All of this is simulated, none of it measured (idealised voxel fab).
A process module follows: voxel capacitor over wiring.
The cross-section on display is named cut; it measures 235 nm wide, and its cells are 5 nm squares.
For the purposes of this document, a cross-section shall be understood as a grid of square cells, specified as bands listed in top-to-bottom order, each band consisting of one or more rows of cells. Quick guide to a band line: top height, bottom height (nm) up front; then every material left to right with its width in nm. Only one material and it's marked "throughout"? Then it fills the band edge to edge. And "air" just means empty space. For the purposes of this specification, 0 denotes the height below which the wafer in its as-received condition is composed wholly of one material, and the lowermost band, lacking a lower limit, extends downward without end, as expressed in "0..down". It should be noted that a width expressed as "30->40" varies in equal increments from row to row of cells within the band, taking the value of the first number at the top row and that of the second number at the bottom row. "everything unchanged", as given for a step, is the statement that not any cell of the cross-section underwent a change during that step. Look at "Unvented cavities" for the closed voids: empty spaces with no open path to the top, sized 8 cells or up. Each is width x height at distance, distance from the left edge, all nm. after a step's settings: what the simulator itself notes on the step. The setting "overlay nm" may be written on the line of a step. When the step uses a mask, the value reports how far to the right of the planned place the mask lay, and a negative value reports that it lay to the left.

**Set out below are the planned steps of the process**
1: RECEIVE with material Si
2: CONFORMAL_DEP with material SiO2, thk nm 10
3: DIRECTIONAL_DEP with material TiN, thk nm 5
4: DIRECTIONAL_DEP with material Ru, thk nm 25
5: DIRECTIONAL_DEP with material aC, thk nm 10
6: PATTERN with tone cover, mask id METAL_1, material resist, width nm 30, pitch nm 85, thk nm 30, overlay nm 0
7: DIRECTIONAL_ETCH with etch materials aC, depth nm 10
8: STRIP with etch materials resist
9: DIRECTIONAL_ETCH with etch materials Ru, depth nm 25
10: DIRECTIONAL_ETCH with etch materials TiN, depth nm 5
11: STRIP with etch materials aC
12: CONFORMAL_DEP with material SiCN, thk nm 5
13: FILL_DEP with material lowk, thk nm 5
14: CMP with height nm 40
15: CONFORMAL_DEP with material SiCN, thk nm 5
16: DIRECTIONAL_DEP with material SiO2, thk nm 10
17: MASKED_ETCH with tone open, mask id PLUG_1, width nm 15, etch materials SiO2, depth nm 10, overlay nm 0
18: MASKED_ETCH with tone open, mask id PLUG_1, width nm 15, etch materials SiCN, depth nm 5, overlay nm -15
19: EPI with material Ru, thk nm 10
20: EPI with material Ru, thk nm 5
21: DIRECTIONAL_DEP with material TiN, thk nm 10
22: DIRECTIONAL_DEP with material Al2O3, thk nm 5
23: DIRECTIONAL_DEP with material TiN, thk nm 5
24: DIRECTIONAL_DEP with material aC, thk nm 10
25: PATTERN with tone cover, mask id UPPER_PLATE, material resist, width nm 60, thk nm 30, overlay nm 0
26: DIRECTIONAL_ETCH with etch materials aC, depth nm 10
27: STRIP with etch materials resist
28: DIRECTIONAL_ETCH with etch materials TiN, depth nm 5
29: DIRECTIONAL_ETCH with etch materials Al2O3, depth nm 5
30: STRIP with etch materials aC
31: MASKED_ETCH with tone cover, mask id LOWER_PLATE, width nm 70, etch materials TiN, depth nm 10, overlay nm 0
32: FILL_DEP with material SiO2, thk nm 20
33: CMP with height nm 90
34: DIRECTIONAL_DEP with material aC, thk nm 15
35: PATTERN with tone open, mask id PLUG_2, material resist, width nm 15, thk nm 30, overlay nm 0
36: DIRECTIONAL_ETCH with etch materials aC, depth nm 15
37: STRIP with etch materials resist
38: DIRECTIONAL_ETCH with etch materials SiO2, depth nm 15
39: STRIP with etch materials aC
40: CONFORMAL_DEP with material TiN, thk nm 5
41: FILL_DEP with material W, thk nm 5
42: CMP with height nm 90
43: CONFORMAL_DEP with material SiCN, thk nm 5
Split variable: overlay nm, step 18. Plan value = first wafer. Wafers start alike.

**Cross-section, first of several wafers, as delivered after step 1**
* 0..down: Si throughout
* Unvented cavities: none

**Take any row and you have a wafer at the end of the module: how many cells of each material it has gained (+) or lost (-) since it was received, and then its closed voids**
overlay nm -15, +12 Al2O3, +60 Ru, +149 SiCN, +456 SiO2, +59 TiN, +2 W, +155 lowk, Unvented cavities: none
overlay nm -10, +12 Al2O3, +67 Ru, +148 SiCN, +450 SiO2, +59 TiN, +2 W, +155 lowk, Unvented cavities: none
overlay nm -5, +12 Al2O3, +68 Ru, +147 SiCN, +450 SiO2, +59 TiN, +2 W, +155 lowk, Unvented cavities: none
overlay nm 0, +12 Al2O3, +69 Ru, +146 SiCN, +450 SiO2, +59 TiN, +2 W, +155 lowk, Unvented cavities: none
overlay nm 5, +12 Al2O3, +68 Ru, +147 SiCN, +450 SiO2, +59 TiN, +2 W, +155 lowk, Unvented cavities: none
overlay nm 10, +12 Al2O3, +67 Ru, +148 SiCN, +450 SiO2, +59 TiN, +2 W, +155 lowk, Unvented cavities: none
overlay nm 15, +12 Al2O3, +60 Ru, +149 SiCN, +456 SiO2, +59 TiN, +2 W, +155 lowk, Unvented cavities: none
